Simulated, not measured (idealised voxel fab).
process module | voxel self aligned vias
cross-section cut | 220 nm wide | cells 5 nm
A cross-section is a grid of square cells, given in bands from the top down. A band is one or more rows of cells.
Each band's line starts with the height of the band's top and of its bottom, in nm. Then come its materials from left to right, each with its width in nm. One material with "throughout" fills the band from edge to edge. "air" is empty space.
Height 0 is the level under which the wafer as received is all one material. The lowest band goes on downwards, as in "0 down".
A width such as "30 to 40" changes by the same amount from each row of cells to the next, from the band's top row to its bottom row.
"no change" after a step means that no cell of the cross-section changed.
closed voids: empty space of 8 cells or more with no open way to the top, each as width x height at its distance from the left edge, in nm
after a step's settings: what the simulator itself notes on the step
overlay nm, on a step with a mask: how far to the right of its planned place the mask lay; to the left if negative
plan
1 op RECEIVE | material Si
2 op CONFORMAL_DEP | material SiO2 | thk nm 10
3 op CONFORMAL_DEP | material SiCN | thk nm 5
4 op DIRECTIONAL_DEP | material SiO2 | thk nm 25
5 op MASKED_ETCH | tone open | mask id LINES | width nm 30 | pitch nm 60 | etch materials SiO2 | depth nm 25 | overlay nm 0
6 op CONFORMAL_DEP | material TiN | thk nm 5
7 op FILL_DEP | material W | thk nm 10
8 op CMP | height nm 40
9 op SELECTIVE_ETCH | etch materials W Ru TiN | depth nm 10
10 op FILL_DEP | material SiN | thk nm 5
11 op CMP | height nm 40
12 op DIRECTIONAL_DEP | material SiO2 | thk nm 20
13 op DIRECTIONAL_DEP | material aC | thk nm 15
14 op PATTERN | tone open | mask id VIAS | material resist | width nm 40 | pitch nm 120 | thk nm 30 | overlay nm 0
15 op DIRECTIONAL_ETCH | etch materials aC | depth nm 15
16 op STRIP | etch materials resist
17 op DIRECTIONAL_ETCH | etch materials SiO2 | depth nm 20
18 op DIRECTIONAL_ETCH | etch materials SiN | depth nm 10
19 op STRIP | etch materials aC
20 op CONFORMAL_DEP | material TiN | thk nm 5
21 op FILL_DEP | material Cu | thk nm 5
22 op CMP | height nm 60
23 op CONFORMAL_DEP | material SiN | thk nm 5
as received, after step 1
  0 down: Si throughout
  closed voids: none
first wafer at the end, as planned
  65 to 60: SiN throughout
  60 to 45: SiO2 30 | TiN 5 | Cu 30 | TiN 5 | SiO2 80 | TiN 5 | Cu 30 | TiN 5 | SiO2 30
  45 to 40: SiO2 30 | TiN 10 | Cu 20 | TiN 10 | SiO2 80 | TiN 10 | Cu 20 | TiN 10 | SiO2 30
  40 to 35: SiO2 35 | TiN 5 | Cu 20 | TiN 5 | SiO2 30 | SiN 30 | SiO2 30 | TiN 5 | Cu 20 | TiN 5 | SiO2 35
  35 to 30: SiO2 35 | TiN 30 | SiO2 30 | SiN 30 | SiO2 30 | TiN 30 | SiO2 35
  30 to 20: SiO2 35 | TiN 5 | W 20 | TiN 5 | SiO2 30 | TiN 5 | W 20 | TiN 5 | SiO2 30 | TiN 5 | W 20 | TiN 5 | SiO2 35
  20 to 15: SiO2 35 | TiN 30 | SiO2 30 | TiN 30 | SiO2 30 | TiN 30 | SiO2 35
  15 to 10: SiCN throughout
  10 to 0: SiO2 throughout
  0 down: Si throughout
  closed voids: none
second wafer at the end: like start, like plan, one mistake
  65 to 60: SiN throughout
  60 to 45: SiO2 30 | TiN 5 | Cu 30 | TiN 5 | SiO2 80 | TiN 5 | Cu 30 | TiN 5 | SiO2 30
  45 to 40: SiO2 30 | TiN 10 | Cu 20 | TiN 10 | SiO2 80 | TiN 10 | Cu 20 | TiN 10 | SiO2 30
  40 to 35: SiO2 35 | TiN 5 | Cu 20 | TiN 5 | SiO2 30 | SiN 30 | SiO2 30 | TiN 5 | Cu 20 | TiN 5 | SiO2 35
  35 to 30: SiO2 35 | TiN 30 | SiO2 30 | SiN 30 | SiO2 30 | TiN 30 | SiO2 35
  30 to 25: SiO2 35 | TiN 30 | SiO2 30 | TiN 30 | SiO2 30 | TiN 30 | SiO2 35
  25 to 10: SiCN throughout
  10 to 0: SiO2 throughout
  0 down: Si throughout
  closed voids: none
what went wrong: step 3 ran as: op CONFORMAL_DEP | material SiCN | thk nm 15
at the end the second wafer has, in cells: 88 more of SiCN | 52 fewer of SiO2 | 12 fewer of TiN | 24 fewer of W
